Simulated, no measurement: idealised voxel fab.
Process module in this document: voxel capacitor over wiring
Square cells of 5 nm make up the cross-section cut, whose width is 275 nm.
Cross-sections here: square-cell grids, written as top-down lists of bands, a band being one or more rows of cells. It is stipulated that each band's entry specify, in nanometres, the height of the top of the band and then that of its bottom, followed by the materials of the band in left-to-right sequence, each together with its width in nanometres. A single material marked by the word "full width" is understood to fill the band from edge to edge; the word "blank" is understood to denote empty space. We count height from 0. Below that, the starting wafer is all one material. The lowest band never ends at the bottom but goes on down; see "0..down" for how that is written. Quick explanation for "30->40": the width changes in equal steps down the rows of cells, from the first number in the band's top row to the second number in its bottom row. You'll sometimes find "no alterations made" written for a step, and that's the way of saying that nowhere in the cross-section did a cell change during that step. The list in "Completely sealed voids" covers empty spaces of 8 cells or more that cannot reach the top through any open way, and it gives each as width x height at distance; the distance is from the left edge, and width, height and distance are in nm. Anything after a step's settings on that line? It's the simulator's own note about the step. The "overlay nm" setting may appear on a step's line; for a step that uses a mask, it gives how far to the right of its planned position the mask lay, and a negative value indicates the left.
Process steps (planned):
1: RECEIVE (material Si)
2: CONFORMAL_DEP (material SiO2; thk nm 10)
3: DIRECTIONAL_DEP (material TiN; thk nm 5)
4: DIRECTIONAL_DEP (material W; thk nm 15)
5: DIRECTIONAL_DEP (material aC; thk nm 15)
6: PATTERN (tone cover; mask id METAL_1; material resist; width nm 25; pitch nm 80; thk nm 35; overlay nm 0)
7: DIRECTIONAL_ETCH (etch materials aC; depth nm 15)
8: STRIP (etch materials resist)
9: DIRECTIONAL_ETCH (etch materials W; depth nm 15)
10: DIRECTIONAL_ETCH (etch materials TiN; depth nm 5)
11: STRIP (etch materials aC)
12: CONFORMAL_DEP (material SiCN; thk nm 5)
13: FILL_DEP (material SiO2; thk nm 10)
14: CMP (height nm 30)
15: CONFORMAL_DEP (material SiCN; thk nm 5)
16: DIRECTIONAL_DEP (material SiO2; thk nm 10)
17: MASKED_ETCH (tone open; mask id PLUG_1; width nm 15; etch materials SiO2; depth nm 10; overlay nm 0)
18: MASKED_ETCH (tone open; mask id PLUG_1; width nm 15; etch materials SiCN; depth nm 5; overlay nm 0)
19: EPI (material Ru; thk nm 10)
20: EPI (material Ru; thk nm 5)
21: DIRECTIONAL_DEP (material TiN; thk nm 10)
22: DIRECTIONAL_DEP (material HfO2; thk nm 5)
23: DIRECTIONAL_DEP (material TiN; thk nm 5)
24: DIRECTIONAL_DEP (material aC; thk nm 15)
25: PATTERN (tone cover; mask id UPPER_PLATE; material resist; width nm 60; thk nm 30; overlay nm 0)
26: DIRECTIONAL_ETCH (etch materials aC; depth nm 15)
27: STRIP (etch materials resist)
28: DIRECTIONAL_ETCH (etch materials TiN; depth nm 5)
29: DIRECTIONAL_ETCH (etch materials HfO2; depth nm 5)
30: STRIP (etch materials aC)
31: MASKED_ETCH (tone cover; mask id LOWER_PLATE; width nm 70; etch materials TiN; depth nm 10; overlay nm 0)
32: FILL_DEP (material SiO2; thk nm 20)
33: CMP (height nm 80)
34: DIRECTIONAL_DEP (material aC; thk nm 10)
35: PATTERN (tone open; mask id PLUG_2; material resist; width nm 15; thk nm 30; overlay nm 0)
36: DIRECTIONAL_ETCH (etch materials aC; depth nm 10)
37: STRIP (etch materials resist)
38: DIRECTIONAL_ETCH (etch materials SiO2; depth nm 15)
39: STRIP (etch materials aC)
40: CONFORMAL_DEP (material TiN; thk nm 5)
41: FILL_DEP (material W; thk nm 5)
42: CMP (height nm 80)
43: CONFORMAL_DEP (material SiCN; thk nm 5)
First of two wafers: run as planned:
Incoming wafer in cross-section (state: after step 1):
- 0..down | Si full width
- Completely sealed voids: none
After step 2, in cross-section:
- 10..0 | SiO2 full width
- Lower than 0, everything is as it was.
After step 3, in cross-section:
- 15..10 | TiN full width
- Lower than 10, everything is as it was.
After step 4, in cross-section:
- 30..15 | W full width
- Lower than 15, everything is as it was.
After step 5, in cross-section:
- 45..30 | aC full width
- Lower than 30, everything is as it was.
After step 6, in cross-section:
- 80..45 | blank (85), then resist (25), then blank (55), then resist (25), then blank (85)
- Lower than 45, everything is as it was.
After step 7, in cross-section:
- 65..45 | blank (85), then resist (25), then blank (55), then resist (25), then blank (85)
- 45..30 | blank (85), then aC (25), then blank (55), then aC (25), then blank (85)
- Lower than 30, everything is as it was.
After step 8, in cross-section:
- 45..30 | blank (85), then aC (25), then blank (55), then aC (25), then blank (85)
- Lower than 30, everything is as it was.
After step 9, in cross-section:
- 45..30 | blank (85), then aC (25), then blank (55), then aC (25), then blank (85)
- 30..15 | blank (85), then W (25), then blank (55), then W (25), then blank (85)
- Lower than 15, everything is as it was.
After step 10, in cross-section:
- 45..30 | blank (85), then aC (25), then blank (55), then aC (25), then blank (85)
- 30..15 | blank (85), then W (25), then blank (55), then W (25), then blank (85)
- 15..10 | blank (85), then TiN (25), then blank (55), then TiN (25), then blank (85)
- Lower than 10, everything is as it was.
After step 11, in cross-section:
- 30..15 | blank (85), then W (25), then blank (55), then W (25), then blank (85)
- Lower than 15, everything is as it was.
After step 12, in cross-section:
- 35..30 | blank (80), then SiCN (35), then blank (45), then SiCN (35), then blank (80)
- 30..15 | blank (80), then SiCN (5), then W (25), then SiCN (5), then blank (45), then SiCN (5), then W (25), then SiCN (5), then blank (80)
- 15..10 | SiCN (85), then TiN (25), then SiCN (55), then TiN (25), then SiCN (85)
- Lower than 10, everything is as it was.
After step 13, in cross-section:
- 45..35 | SiO2 full width
- 35..30 | SiO2 (80), then SiCN (35), then SiO2 (45), then SiCN (35), then SiO2 (80)
- 30..15 | SiO2 (80), then SiCN (5), then W (25), then SiCN (5), then SiO2 (45), then SiCN (5), then W (25), then SiCN (5), then SiO2 (80)
- Lower than 15, everything is as it was.
After step 14, in cross-section:
- 30..15 | SiO2 (80), then SiCN (5), then W (25), then SiCN (5), then SiO2 (45), then SiCN (5), then W (25), then SiCN (5), then SiO2 (80)
- Lower than 15, everything is as it was.
After step 15, in cross-section:
- 35..30 | SiCN full width
- Lower than 30, everything is as it was.
After step 16, in cross-section:
- 45..35 | SiO2 full width
- Lower than 35, everything is as it was.
After step 17, in cross-section:
- 45..35 | SiO2 (95), then blank (15), then SiO2 (165)
- Lower than 35, everything is as it was.
After step 18, in cross-section:
- 45..35 | SiO2 (95), then blank (15), then SiO2 (165)
- 35..30 | SiCN (95), then blank (15), then SiCN (165)
- Lower than 30, everything is as it was.
After step 19, in cross-section:
- 45..40 | SiO2 (95), then blank (15), then SiO2 (165)
- 40..35 | SiO2 (95), then Ru (15), then SiO2 (165)
- 35..30 | SiCN (95), then Ru (15), then SiCN (165)
- Lower than 30, everything is as it was.
After step 20, in cross-section:
- 45..35 | SiO2 (95), then Ru (15), then SiO2 (165)
- Lower than 35, everything is as it was.
After step 21, in cross-section:
- 55..45 | TiN full width
- Lower than 45, everything is as it was.
After step 22, in cross-section:
- 60..55 | HfO2 full width
- Lower than 55, everything is as it was.
After step 23, in cross-section:
- 65..60 | TiN full width
- Lower than 60, everything is as it was.
After step 24, in cross-section:
- 80..65 | aC full width
- Lower than 65, everything is as it was.
After step 25, in cross-section:
- 110..80 | blank (95), then resist (60), then blank (120)
- Lower than 80, everything is as it was.
After step 26, in cross-section:
- 95..80 | blank (95), then resist (60), then blank (120)
- 80..65 | blank (95), then aC (60), then blank (120)
- Lower than 65, everything is as it was.
After step 27, in cross-section:
- 80..65 | blank (95), then aC (60), then blank (120)
- Lower than 65, everything is as it was.
After step 28, in cross-section:
- 80..65 | blank (95), then aC (60), then blank (120)
- 65..60 | blank (95), then TiN (60), then blank (120)
- Lower than 60, everything is as it was.
After step 29, in cross-section:
- 80..65 | blank (95), then aC (60), then blank (120)
- 65..60 | blank (95), then TiN (60), then blank (120)
- 60..55 | blank (95), then HfO2 (60), then blank (120)
- Lower than 55, everything is as it was.
After step 30, in cross-section:
- 65..60 | blank (95), then TiN (60), then blank (120)
- Lower than 60, everything is as it was.
After step 31, in cross-section:
- 65..60 | blank (95), then TiN (60), then blank (120)
- 60..55 | blank (95), then HfO2 (60), then blank (120)
- 55..45 | blank (90), then TiN (70), then blank (115)
- Lower than 45, everything is as it was.
After step 32, in cross-section:
- 85..65 | SiO2 full width
- 65..60 | SiO2 (95), then TiN (60), then SiO2 (120)
- 60..55 | SiO2 (95), then HfO2 (60), then SiO2 (120)
- 55..45 | SiO2 (90), then TiN (70), then SiO2 (115)
- Lower than 45, everything is as it was.
After step 33, in cross-section:
- 80..65 | SiO2 full width
- Lower than 65, everything is as it was.
After step 34, in cross-section:
- 90..80 | aC full width
- Lower than 80, everything is as it was.
After step 35, in cross-section:
- 120..90 | resist (105), then blank (15), then resist (155)
- Lower than 90, everything is as it was.
After step 36, in cross-section:
- 110..90 | resist (105), then blank (15), then resist (155)
- 90..80 | aC (105), then blank (15), then aC (155)
- Lower than 80, everything is as it was.
After step 37, in cross-section:
- 90..80 | aC (105), then blank (15), then aC (155)
- Lower than 80, everything is as it was.
After step 38, in cross-section:
- 90..80 | aC (105), then blank (15), then aC (155)
- 80..65 | SiO2 (105), then blank (15), then SiO2 (155)
- Lower than 65, everything is as it was.
After step 39, in cross-section:
- 80..65 | SiO2 (105), then blank (15), then SiO2 (155)
- Lower than 65, everything is as it was.
After step 40, in cross-section:
- 85..80 | TiN (110), then blank (5), then TiN (160)
- 80..70 | SiO2 (105), then TiN (5), then blank (5), then TiN (5), then SiO2 (155)
- 70..60 | SiO2 (105->95), then TiN (15->60), then SiO2 (155->120)
- Lower than 60, everything is as it was.
After step 41, in cross-section:
- 90..85 | W full width
- 85..80 | TiN (110), then W (5), then TiN (160)
- 80..70 | SiO2 (105), then TiN (5), then W (5), then TiN (5), then SiO2 (155)
- Lower than 70, everything is as it was.
After step 42, in cross-section:
- 80..70 | SiO2 (105), then TiN (5), then W (5), then TiN (5), then SiO2 (155)
- Lower than 70, everything is as it was.
After step 43, in cross-section:
- 85..80 | SiCN full width
- Lower than 80, everything is as it was.
Second wafer - shared start and plan with the first - one error in running - same as the first up to step 21 inclusive:
Second wafer at the planned finish of step 22, seen in cross-section:
- 60..45 | TiN full width
- Lower than 45, everything is as it was.
Second wafer at the planned finish of step 23, seen in cross-section:
- 65..60 | HfO2 full width
- Lower than 60, everything is as it was.
Second wafer at the planned finish of step 24, seen in cross-section:
- 80..65 | aC full width
- Lower than 65, everything is as it was.
Second wafer at the planned finish of step 25, seen in cross-section:
- 110..80 | blank (95), then resist (60), then blank (120)
- Lower than 80, everything is as it was.
Second wafer at the planned finish of step 26, seen in cross-section:
- 95..80 | blank (95), then resist (60), then blank (120)
- 80..65 | blank (95), then aC (60), then blank (120)
- Lower than 65, everything is as it was.
Second wafer at the planned finish of step 27, seen in cross-section:
- 80..65 | blank (95), then aC (60), then blank (120)
- Lower than 65, everything is as it was.
Second wafer at the planned finish of step 28, seen in cross-section: no alterations made
Second wafer at the planned finish of step 29, seen in cross-section:
- 80..65 | blank (95), then aC (60), then blank (120)
- 65..60 | blank (95), then HfO2 (60), then blank (120)
- Lower than 60, everything is as it was.
Second wafer at the planned finish of step 30, seen in cross-section:
- 65..60 | blank (95), then HfO2 (60), then blank (120)
- Lower than 60, everything is as it was.
Second wafer at the planned finish of step 31, seen in cross-section:
- 65..60 | blank (95), then HfO2 (60), then blank (120)
- 60..50 | blank (90), then TiN (70), then blank (115)
- Lower than 50, everything is as it was.
Second wafer at the planned finish of step 32, seen in cross-section:
- 85..65 | SiO2 full width
- 65..60 | SiO2 (95), then HfO2 (60), then SiO2 (120)
- 60..50 | SiO2 (90), then TiN (70), then SiO2 (115)
- Lower than 50, everything is as it was.
Second wafer at the planned finish of step 33, seen in cross-section:
- 80..65 | SiO2 full width
- Lower than 65, everything is as it was.
Second wafer at the planned finish of step 34, seen in cross-section:
- 90..80 | aC full width
- Lower than 80, everything is as it was.
Second wafer at the planned finish of step 35, seen in cross-section:
- 120..90 | resist (105), then blank (15), then resist (155)
- Lower than 90, everything is as it was.
Second wafer at the planned finish of step 36, seen in cross-section:
- 110..90 | resist (105), then blank (15), then resist (155)
- 90..80 | aC (105), then blank (15), then aC (155)
- Lower than 80, everything is as it was.
Second wafer at the planned finish of step 37, seen in cross-section:
- 90..80 | aC (105), then blank (15), then aC (155)
- Lower than 80, everything is as it was.
Second wafer at the planned finish of step 38, seen in cross-section:
- 90..80 | aC (105), then blank (15), then aC (155)
- 80..65 | SiO2 (105), then blank (15), then SiO2 (155)
- Lower than 65, everything is as it was.
Second wafer at the planned finish of step 39, seen in cross-section:
- 80..65 | SiO2 (105), then blank (15), then SiO2 (155)
- Lower than 65, everything is as it was.
Second wafer at the planned finish of step 40, seen in cross-section:
- 85..80 | TiN (110), then blank (5), then TiN (160)
- 80..70 | SiO2 (105), then TiN (5), then blank (5), then TiN (5), then SiO2 (155)
- 70..65 | SiO2 (105), then TiN (15), then SiO2 (155)
- Lower than 65, everything is as it was.
Second wafer at the planned finish of step 41, seen in cross-section:
- 90..85 | W full width
- 85..80 | TiN (110), then W (5), then TiN (160)
- 80..70 | SiO2 (105), then TiN (5), then W (5), then TiN (5), then SiO2 (155)
- Lower than 70, everything is as it was.
Second wafer at the planned finish of step 42, seen in cross-section:
- 80..70 | SiO2 (105), then TiN (5), then W (5), then TiN (5), then SiO2 (155)
- Lower than 70, everything is as it was.
Second wafer at the planned finish of step 43, seen in cross-section:
- 85..80 | SiCN full width
- Lower than 80, everything is as it was.
Deviation from plan: the processing plan was not followed for steps 22 and 23, which were run with their positions exchanged
Wrapping up, a cell-based count of both wafers puts the second over or under the first for these materials: -43 SiO2 | +43 TiN
